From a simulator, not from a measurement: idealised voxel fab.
This is a process module. Its name is voxel transistor to metal.
Cross-sectional view cut (width: 170 nm; square cell size: 5 nm).
For the purposes of this document, a cross-section shall be understood as a grid of square cells, specified as bands listed in top-to-bottom order, each band consisting of one or more rows of cells. Each band's line starts with the height of the band's top and of its bottom, in nm. Then come its materials from left to right, each with its width in nm. One material with "everywhere" fills the band from edge to edge. "empty" is empty space. Zero point of the height axis is 0; under it, received wafer = one material. Lowest band: continues down indefinitely, "from 0 down". The width entry "30..40" should be interpreted row by row: the top row of cells in the band takes the first number, the bottom row takes the second number, and the change between adjacent rows is uniform throughout. Where a step carries "same as before", the cross-section came out of it unchanged, cell for cell. "Completely sealed voids" enumerates empty spaces isolated from the top, with no open way to it, that contain at least 8 cells, giving each as width x height at distance from the left edge, all three in nm. Post-settings text on a step line: simulator's own remark regarding the step. The "overlay nm" setting may appear on a step's line; for a step that uses a mask, it gives how far to the right of its planned position the mask lay, and a negative value indicates the left.
-- The following list gives the planned process steps
1) RECEIVE,material Si
2) CONFORMAL_DEP,material SiO2,thk nm 5
3) CONFORMAL_DEP,material SiN,thk nm 15
4) DIRECTIONAL_DEP,material aC,thk nm 10
5) PATTERN,tone cover,mask id ACTIVE,material resist,width nm 130,thk nm 30,overlay nm 0
6) DIRECTIONAL_ETCH,etch materials aC,depth nm 10
7) STRIP,etch materials resist
8) DIRECTIONAL_ETCH,etch materials SiN,depth nm 15
9) DIRECTIONAL_ETCH,etch materials SiO2,depth nm 5
10) DIRECTIONAL_ETCH,etch materials Si,depth nm 30
11) STRIP,etch materials aC
12) OXIDIZE,depth nm 5
13) FILL_DEP,material SiO2,thk nm 5
14) CMP,height nm 20
15) SELECTIVE_ETCH,etch materials SiO2,depth nm 5
16) STRIP,etch materials SiN
17) SELECTIVE_ETCH,etch materials SiO2,depth nm 5
18) OXIDIZE,depth nm 5
19) DIRECTIONAL_DEP,material polySi,thk nm 30
20) DIRECTIONAL_DEP,material SiCN,thk nm 10
21) MASKED_ETCH,tone cover,mask id GATE,width nm 30,etch materials SiCN,depth nm 20,overlay nm 0
22) MASKED_ETCH,tone cover,mask id GATE,width nm 30,etch materials polySi,depth nm 40,overlay nm 0
23) CONFORMAL_DEP,material SiO2,thk nm 5
24) DIRECTIONAL_ETCH,etch materials SiO2,depth nm 5
25) CONFORMAL_DEP,material SiN,thk nm 10
26) DIRECTIONAL_ETCH,etch materials SiN,depth nm 10
27) DIRECTIONAL_ETCH,etch materials SiO2,depth nm 5
28) EPI,material pSi,thk nm 5
29) FILL_DEP,material SiO2,thk nm 10
30) CMP,height nm 30
31) STRIP,etch materials polySi
32) SELECTIVE_ETCH,etch materials SiO2,depth nm 5
33) CONFORMAL_DEP,material HfO2,thk nm 5
34) CONFORMAL_DEP,material TiN,thk nm 5
35) FILL_DEP,material W,thk nm 10
36) CMP,height nm 25
37) DIRECTIONAL_DEP,material SiO2,thk nm 15
38) MASKED_ETCH,tone open,mask id CONTACT,width nm 20,pitch nm 90,etch materials SiO2,depth nm 40,overlay nm 0
39) CONFORMAL_DEP,material TiN,thk nm 5
40) FILL_DEP,material Ru,thk nm 5
41) CMP,height nm 40
42) CONFORMAL_DEP,material SiN,thk nm 5
43) DIRECTIONAL_DEP,material lowk,thk nm 15
44) PATTERN,tone open,mask id METAL_1,material resist,width nm 20,pitch nm 90,thk nm 20,overlay nm 0
45) DIRECTIONAL_ETCH,etch materials lowk,depth nm 15
46) DIRECTIONAL_ETCH,etch materials SiN,depth nm 5
47) STRIP,etch materials resist
48) CONFORMAL_DEP,material TiN,thk nm 5
49) FILL_DEP,material Cu,thk nm 5
50) CMP,height nm 60
51) CONFORMAL_DEP,material SiCN,thk nm 5
52) DIRECTIONAL_DEP,material SiO2,thk nm 30
53) PATTERN,tone open,mask id METAL_2,material resist,width nm 20,pitch nm 90,thk nm 20,overlay nm 0
54) DIRECTIONAL_ETCH,etch materials SiO2,depth nm 20
55) STRIP,etch materials resist
56) DIRECTIONAL_DEP,material aC,thk nm 10
57) PATTERN,tone open,mask id METAL_2_HOLES,material resist,width nm 15,pitch nm 90,thk nm 30,overlay nm 0
58) DIRECTIONAL_ETCH,etch materials aC,depth nm 10
59) STRIP,etch materials resist
60) DIRECTIONAL_ETCH,etch materials SiO2,depth nm 10
61) DIRECTIONAL_ETCH,etch materials SiCN,depth nm 5
62) STRIP,etch materials aC
63) CONFORMAL_DEP,material TiN,thk nm 5
64) FILL_DEP,material Cu,thk nm 10
65) CMP,height nm 95
66) CONFORMAL_DEP,material SiCN,thk nm 5
-- Wafer as received: cross-section following step 1
	from 0 down = Si everywhere
	Completely sealed voids: none
-- First of two wafers at the end of the module, shown in cross-section; run carried out as planned
	from 100 to 95 = SiCN everywhere
	from 95 to 80 = SiO2 30, TiN 5, Cu 10, TiN 5, SiO2 70, TiN 5, Cu 10, TiN 5, SiO2 30
	from 80 to 75 = SiO2 30, TiN 5, Cu 5, TiN 10, SiO2 70, TiN 5, Cu 5, TiN 10, SiO2 30
	from 75 to 65 = SiO2 30, TiN 5, Cu 5, TiN 5, SiO2 75, TiN 5, Cu 5, TiN 5, SiO2 35
	from 65 to 60 = SiCN 30, TiN 15, SiCN 75, TiN 15, SiCN 35
	from 60 to 45 = lowk 30, TiN 5, Cu 10, TiN 5, lowk 70, TiN 5, Cu 10, TiN 5, lowk 30
	from 45 to 40 = SiN 30, TiN 20, SiN 70, TiN 20, SiN 30
	from 40 to 25 = SiO2 30, TiN 5, Ru 10, TiN 5, SiO2 70, TiN 5, Ru 10, TiN 5, SiO2 30
	from 25 to 10 = SiO2 30, TiN 5, Ru 10, TiN 5, SiO2 5, SiN 10, HfO2 5, TiN 5, W 20, TiN 5, HfO2 5, SiN 10, SiO2 5, TiN 5, Ru 10, TiN 5, SiO2 30
	from 10 to 5 = SiO2 20, SiN 10, TiN 5, Ru 10, TiN 5, SiO2 5, SiN 10, HfO2 5, TiN 5, W 20, TiN 5, HfO2 5, SiN 10, SiO2 5, TiN 5, Ru 10, TiN 5, SiN 10, SiO2 20
	from 5 to 0 = SiO2 20, SiN 10, TiN 20, SiO2 5, SiN 10, HfO2 5, TiN 30, HfO2 5, SiN 10, SiO2 5, TiN 20, SiN 10, SiO2 20
	from 0 to -5 = SiO2 30, pSi 25, SiO2 10, HfO2 40, SiO2 10, pSi 25, SiO2 30
	from -5 to -35 = SiO2 25, Si 120, SiO2 25
	from -35 down = Si everywhere
	Completely sealed voids: none
-- Cross-section, wafer two of two, end of module: same start and plan as wafer one, one error in execution
	from 100 to 95 = SiCN everywhere
	from 95 to 80 = SiO2 30, TiN 5, Cu 10, TiN 5, SiO2 70, TiN 5, Cu 10, TiN 5, SiO2 30
	from 80 to 75 = SiO2 30, TiN 5, Cu 5, TiN 10, SiO2 70, TiN 5, Cu 5, TiN 10, SiO2 30
	from 75 to 65 = SiO2 30, TiN 5, Cu 5, TiN 5, SiO2 75, TiN 5, Cu 5, TiN 5, SiO2 35
	from 65 to 60 = SiCN 30, TiN 15, SiCN 75, TiN 15, SiCN 35
	from 60 to 45 = lowk 30, TiN 5, Cu 10, TiN 5, lowk 70, TiN 5, Cu 10, TiN 5, lowk 30
	from 45 to 40 = SiN 30, TiN 20, SiN 70, TiN 20, SiN 30
	from 40 to 35 = W 45, TiN 30, W 20, TiN 30, W 45
	from 35 to 30 = TiN 50, HfO2 20, TiN 5, W 20, TiN 5, HfO2 20, TiN 50
	from 30 to 25 = HfO2 55, SiN 10, HfO2 5, TiN 5, W 20, TiN 5, HfO2 5, SiN 10, HfO2 55
	from 25 to 10 = SiO2 55, SiN 10, HfO2 5, TiN 5, W 20, TiN 5, HfO2 5, SiN 10, SiO2 55
	from 10 to 5 = SiO2 20, SiN 10, SiO2 25, SiN 10, HfO2 5, TiN 5, W 20, TiN 5, HfO2 5, SiN 10, SiO2 25, SiN 10, SiO2 20
	from 5 to 0 = SiO2 20, SiN 10, SiO2 25, SiN 10, HfO2 5, TiN 30, HfO2 5, SiN 10, SiO2 25, SiN 10, SiO2 20
	from 0 to -5 = SiO2 30, pSi 25, SiO2 10, HfO2 40, SiO2 10, pSi 25, SiO2 30
	from -5 to -35 = SiO2 25, Si 120, SiO2 25
	from -35 down = Si everywhere
	Completely sealed voids: none
Here's what went sideways: heads up, step 36 of the plan was skipped and never actually ran
It is noted that, at the conclusion of processing, the second wafer exhibits a higher or lower cell count for certain materials relative to the first: HfO2 +32; Ru -28; SiN +4; SiO2 -38; W +30
